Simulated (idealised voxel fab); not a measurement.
Process module under the name voxel capacitor over wiring
155 nm wide, 5 nm square cells: that's cross-section cut.
A cross-section is written here as square cells arranged in a grid, and it is given in bands from the top down, each band taking up one or more rows of cells.
Band entry format. Leading values: height of top, height of bottom, nm. Remainder: materials in left-to-right order, each with its width in nm. Special words: "throughout" on a single material, which then fills the band edge to edge; "air", empty space.
Heads up on the height convention: 0 is the point under which the incoming wafer is all one material, and the lowest band has no bottom, it just keeps going down, like "from 0 down".
When a width is written as two numbers, as in "30->40", the first number is the width in the top row of cells of the band and the second is the width in its bottom row, and the width changes by the same amount from each row to the next.
Given "nothing was modified" for a step, no cell of the cross-section differs between before and after that step.
Look at "Tabulated closed voids" for the closed voids: empty spaces with no open path to the top, sized 8 cells or up. Each is width x height at distance, distance from the left edge, all nm.
after a step's settings: what the simulator itself notes on the step
overlay nm: mask right of planned place by this much (step with mask). Neg. = left.

[The following list gives the planned process steps]
1) RECEIVE,material Si
2) CONFORMAL_DEP,material SiO2,thk nm 15
3) CONFORMAL_DEP,material SiCN,thk nm 5
4) DIRECTIONAL_DEP,material SiO2,thk nm 15
5) PATTERN,tone open,mask id METAL_1,material resist,width nm 25,pitch nm 90,thk nm 20,overlay nm 0
6) DIRECTIONAL_ETCH,etch materials SiO2,depth nm 15
7) DIRECTIONAL_ETCH,etch materials SiCN,depth nm 5
8) STRIP,etch materials resist
9) CONFORMAL_DEP,material TiN,thk nm 5
10) FILL_DEP,material Ru,thk nm 10
11) CMP,height nm 35
12) CONFORMAL_DEP,material SiCN,thk nm 5
13) DIRECTIONAL_DEP,material SiO2,thk nm 15
14) DIRECTIONAL_DEP,material aC,thk nm 10
15) PATTERN,tone open,mask id PLUG_1,material resist,width nm 15,thk nm 25,overlay nm 0
16) DIRECTIONAL_ETCH,etch materials aC,depth nm 10
17) STRIP,etch materials resist
18) DIRECTIONAL_ETCH,etch materials SiO2,depth nm 15
19) DIRECTIONAL_ETCH,etch materials SiCN,depth nm 5
20) STRIP,etch materials aC
21) EPI,material Ru,thk nm 10
22) EPI,material Ru,thk nm 10
23) DIRECTIONAL_DEP,material TiN,thk nm 10
24) DIRECTIONAL_DEP,material HfO2,thk nm 5
25) DIRECTIONAL_DEP,material TiN,thk nm 5
26) PATTERN,tone cover,mask id UPPER_PLATE,material resist,width nm 70,thk nm 15,overlay nm 0
27) DIRECTIONAL_ETCH,etch materials TiN,depth nm 5
28) DIRECTIONAL_ETCH,etch materials HfO2,depth nm 5
29) STRIP,etch materials resist
30) PATTERN,tone cover,mask id LOWER_PLATE,material resist,width nm 80,thk nm 20,overlay nm 0
31) DIRECTIONAL_ETCH,etch materials TiN,depth nm 10
32) STRIP,etch materials resist
33) FILL_DEP,material SiO2,thk nm 20
34) CMP,height nm 90
35) PATTERN,tone open,mask id PLUG_2,material resist,width nm 15,thk nm 20,overlay nm 0
36) DIRECTIONAL_ETCH,etch materials SiO2,depth nm 15
37) STRIP,etch materials resist
38) CONFORMAL_DEP,material TiN,thk nm 5
39) FILL_DEP,material Ru,thk nm 10
40) CMP,height nm 90
41) CONFORMAL_DEP,material SiCN,thk nm 5

[First of two wafers, with the run carried out as planned]

[As-received wafer cross-section (after step 1)]
	from 0 down | Si throughout
	Tabulated closed voids: none

[Step 2 done - wafer cross-section]
	from 15 to 0 | SiO2 throughout
	Below 0, no change.

[Step 3 done - wafer cross-section]
	from 20 to 15 | SiCN throughout
	Below 15, no change.

[Step 4 done - wafer cross-section]
	from 35 to 20 | SiO2 throughout
	Below 20, no change.

[Step 5 done - wafer cross-section]
	from 55 to 35 | resist (20) | air (25) | resist (65) | air (25) | resist (20)
	Below 35, no change.

[Step 6 done - wafer cross-section]
	from 55 to 35 | resist (20) | air (25) | resist (65) | air (25) | resist (20)
	from 35 to 20 | SiO2 (20) | air (25) | SiO2 (65) | air (25) | SiO2 (20)
	Below 20, no change.

[Step 7 done - wafer cross-section]
	from 55 to 35 | resist (20) | air (25) | resist (65) | air (25) | resist (20)
	from 35 to 20 | SiO2 (20) | air (25) | SiO2 (65) | air (25) | SiO2 (20)
	from 20 to 15 | SiCN (20) | air (25) | SiCN (65) | air (25) | SiCN (20)
	Below 15, no change.

[Step 8 done - wafer cross-section]
	from 35 to 20 | SiO2 (20) | air (25) | SiO2 (65) | air (25) | SiO2 (20)
	Below 20, no change.

[Step 9 done - wafer cross-section]
	from 40 to 35 | TiN (25) | air (15) | TiN (75) | air (15) | TiN (25)
	from 35 to 20 | SiO2 (20) | TiN (5) | air (15) | TiN (5) | SiO2 (65) | TiN (5) | air (15) | TiN (5) | SiO2 (20)
	from 20 to 15 | SiCN (20) | TiN (25) | SiCN (65) | TiN (25) | SiCN (20)
	Below 15, no change.

[Step 10 done - wafer cross-section]
	from 50 to 40 | Ru throughout
	from 40 to 35 | TiN (25) | Ru (15) | TiN (75) | Ru (15) | TiN (25)
	from 35 to 20 | SiO2 (20) | TiN (5) | Ru (15) | TiN (5) | SiO2 (65) | TiN (5) | Ru (15) | TiN (5) | SiO2 (20)
	Below 20, no change.

[Step 11 done - wafer cross-section]
	from 35 to 20 | SiO2 (20) | TiN (5) | Ru (15) | TiN (5) | SiO2 (65) | TiN (5) | Ru (15) | TiN (5) | SiO2 (20)
	Below 20, no change.

[Step 12 done - wafer cross-section]
	from 40 to 35 | SiCN throughout
	Below 35, no change.

[Step 13 done - wafer cross-section]
	from 55 to 40 | SiO2 throughout
	Below 40, no change.

[Step 14 done - wafer cross-section]
	from 65 to 55 | aC throughout
	Below 55, no change.

[Step 15 done - wafer cross-section]
	from 90 to 65 | resist (30) | air (15) | resist (110)
	Below 65, no change.

[Step 16 done - wafer cross-section]
	from 80 to 65 | resist (30) | air (15) | resist (110)
	from 65 to 55 | aC (30) | air (15) | aC (110)
	Below 55, no change.

[Step 17 done - wafer cross-section]
	from 65 to 55 | aC (30) | air (15) | aC (110)
	Below 55, no change.

[Step 18 done - wafer cross-section]
	from 65 to 55 | aC (30) | air (15) | aC (110)
	from 55 to 40 | SiO2 (30) | air (15) | SiO2 (110)
	Below 40, no change.

[Step 19 done - wafer cross-section]
	from 65 to 55 | aC (30) | air (15) | aC (110)
	from 55 to 40 | SiO2 (30) | air (15) | SiO2 (110)
	from 40 to 35 | SiCN (30) | air (15) | SiCN (110)
	Below 35, no change.

[Step 20 done - wafer cross-section]
	from 55 to 40 | SiO2 (30) | air (15) | SiO2 (110)
	Below 40, no change.

[Step 21 done - wafer cross-section]
	from 55 to 45 | SiO2 (30) | air (15) | SiO2 (110)
	from 45 to 40 | SiO2 (30) | Ru (15) | SiO2 (110)
	from 40 to 35 | SiCN (30) | Ru (15) | SiCN (110)
	Below 35, no change.

[Step 22 done - wafer cross-section]
	from 55 to 40 | SiO2 (30) | Ru (15) | SiO2 (110)
	Below 40, no change.

[Step 23 done - wafer cross-section]
	from 65 to 55 | TiN throughout
	Below 55, no change.

[Step 24 done - wafer cross-section]
	from 70 to 65 | HfO2 throughout
	Below 65, no change.

[Step 25 done - wafer cross-section]
	from 75 to 70 | TiN throughout
	Below 70, no change.

[Step 26 done - wafer cross-section]
	from 90 to 75 | air (30) | resist (70) | air (55)
	Below 75, no change.

[Step 27 done - wafer cross-section]
	from 90 to 75 | air (30) | resist (70) | air (55)
	from 75 to 70 | air (30) | TiN (70) | air (55)
	Below 70, no change.

[Step 28 done - wafer cross-section]
	from 90 to 75 | air (30) | resist (70) | air (55)
	from 75 to 70 | air (30) | TiN (70) | air (55)
	from 70 to 65 | air (30) | HfO2 (70) | air (55)
	Below 65, no change.

[Step 29 done - wafer cross-section]
	from 75 to 70 | air (30) | TiN (70) | air (55)
	Below 70, no change.

[Step 30 done - wafer cross-section]
	from 95 to 75 | air (25) | resist (80) | air (50)
	from 75 to 70 | air (25) | resist (5) | TiN (70) | resist (5) | air (50)
	from 70 to 65 | air (25) | resist (5) | HfO2 (70) | resist (5) | air (50)
	Below 65, no change.

[Step 31 done - wafer cross-section]
	from 95 to 75 | air (25) | resist (80) | air (50)
	from 75 to 70 | air (25) | resist (5) | TiN (70) | resist (5) | air (50)
	from 70 to 65 | air (25) | resist (5) | HfO2 (70) | resist (5) | air (50)
	from 65 to 55 | air (25) | TiN (80) | air (50)
	Below 55, no change.

[Step 32 done - wafer cross-section]
	from 75 to 70 | air (30) | TiN (70) | air (55)
	from 70 to 65 | air (30) | HfO2 (70) | air (55)
	Below 65, no change.

[Step 33 done - wafer cross-section]
	from 95 to 75 | SiO2 throughout
	from 75 to 70 | SiO2 (30) | TiN (70) | SiO2 (55)
	from 70 to 65 | SiO2 (30) | HfO2 (70) | SiO2 (55)
	from 65 to 55 | SiO2 (25) | TiN (80) | SiO2 (50)
	Below 55, no change.

[Step 34 done - wafer cross-section]
	from 90 to 75 | SiO2 throughout
	Below 75, no change.

[Step 35 done - wafer cross-section]
	from 110 to 90 | resist (40) | air (15) | resist (100)
	Below 90, no change.

[Step 36 done - wafer cross-section]
	from 110 to 90 | resist (40) | air (15) | resist (100)
	from 90 to 75 | SiO2 (40) | air (15) | SiO2 (100)
	Below 75, no change.

[Step 37 done - wafer cross-section]
	from 90 to 75 | SiO2 (40) | air (15) | SiO2 (100)
	Below 75, no change.

[Step 38 done - wafer cross-section]
	from 95 to 90 | TiN (45) | air (5) | TiN (105)
	from 90 to 80 | SiO2 (40) | TiN (5) | air (5) | TiN (5) | SiO2 (100)
	from 80 to 70 | SiO2 (40->30) | TiN (15->70) | SiO2 (100->55)
	Below 70, no change.

[Step 39 done - wafer cross-section]
	from 105 to 95 | Ru throughout
	from 95 to 90 | TiN (45) | Ru (5) | TiN (105)
	from 90 to 80 | SiO2 (40) | TiN (5) | Ru (5) | TiN (5) | SiO2 (100)
	Below 80, no change.

[Step 40 done - wafer cross-section]
	from 90 to 80 | SiO2 (40) | TiN (5) | Ru (5) | TiN (5) | SiO2 (100)
	Below 80, no change.

[Step 41 done - wafer cross-section]
	from 95 to 90 | SiCN throughout
	Below 90, no change.

[Second of two: same start, same plan, one run error; steps up to and including 23 match the first]

[What the second wafer looks like in cross-section when step 24 should have wrapped up]
	from 70 to 65 | SiCN throughout
	Below 65, no change.

[What the second wafer looks like in cross-section when step 25 should have wrapped up]
	from 75 to 70 | TiN throughout
	Below 70, no change.

[What the second wafer looks like in cross-section when step 26 should have wrapped up]
	from 90 to 75 | air (30) | resist (70) | air (55)
	Below 75, no change.

[What the second wafer looks like in cross-section when step 27 should have wrapped up]
	from 90 to 75 | air (30) | resist (70) | air (55)
	from 75 to 70 | air (30) | TiN (70) | air (55)
	Below 70, no change.

What the second wafer looks like in cross-section when step 28 should have wrapped up: nothing was modified

[What the second wafer looks like in cross-section when step 29 should have wrapped up]
	from 75 to 70 | air (30) | TiN (70) | air (55)
	Below 70, no change.

[What the second wafer looks like in cross-section when step 30 should have wrapped up]
	from 95 to 75 | air (25) | resist (80) | air (50)
	from 75 to 70 | air (25) | resist (5) | TiN (70) | resist (5) | air (50)
	Below 70, no change.

What the second wafer looks like in cross-section when step 31 should have wrapped up: nothing was modified

[What the second wafer looks like in cross-section when step 32 should have wrapped up]
	from 75 to 70 | air (30) | TiN (70) | air (55)
	Below 70, no change.

[What the second wafer looks like in cross-section when step 33 should have wrapped up]
	from 95 to 75 | SiO2 throughout
	from 75 to 70 | SiO2 (30) | TiN (70) | SiO2 (55)
	Below 70, no change.

[What the second wafer looks like in cross-section when step 34 should have wrapped up]
	from 90 to 75 | SiO2 throughout
	Below 75, no change.

[What the second wafer looks like in cross-section when step 35 should have wrapped up]
	from 110 to 90 | resist (40) | air (15) | resist (100)
	Below 90, no change.

[What the second wafer looks like in cross-section when step 36 should have wrapped up]
	from 110 to 90 | resist (40) | air (15) | resist (100)
	from 90 to 75 | SiO2 (40) | air (15) | SiO2 (100)
	Below 75, no change.

[What the second wafer looks like in cross-section when step 37 should have wrapped up]
	from 90 to 75 | SiO2 (40) | air (15) | SiO2 (100)
	Below 75, no change.

[What the second wafer looks like in cross-section when step 38 should have wrapped up]
	from 95 to 90 | TiN (45) | air (5) | TiN (105)
	from 90 to 80 | SiO2 (40) | TiN (5) | air (5) | TiN (5) | SiO2 (100)
	from 80 to 70 | SiO2 (40->30) | TiN (15->70) | SiO2 (100->55)
	Below 70, no change.

[What the second wafer looks like in cross-section when step 39 should have wrapped up]
	from 105 to 95 | Ru throughout
	from 95 to 90 | TiN (45) | Ru (5) | TiN (105)
	from 90 to 80 | SiO2 (40) | TiN (5) | Ru (5) | TiN (5) | SiO2 (100)
	Below 80, no change.

[What the second wafer looks like in cross-section when step 40 should have wrapped up]
	from 90 to 80 | SiO2 (40) | TiN (5) | Ru (5) | TiN (5) | SiO2 (100)
	Below 80, no change.

[What the second wafer looks like in cross-section when step 41 should have wrapped up]
	from 95 to 90 | SiCN throughout
	Below 90, no change.
So what did we get wrong on this run? note that step 24 departed from the planned setting and was carried out as DIRECTIONAL_DEP,material SiCN,thk nm 5
The second wafer ends with more or fewer cells of some materials than the first, per final count: 14 fewer of HfO2 | 31 more of SiCN | 47 fewer of SiO2 | 30 more of TiN
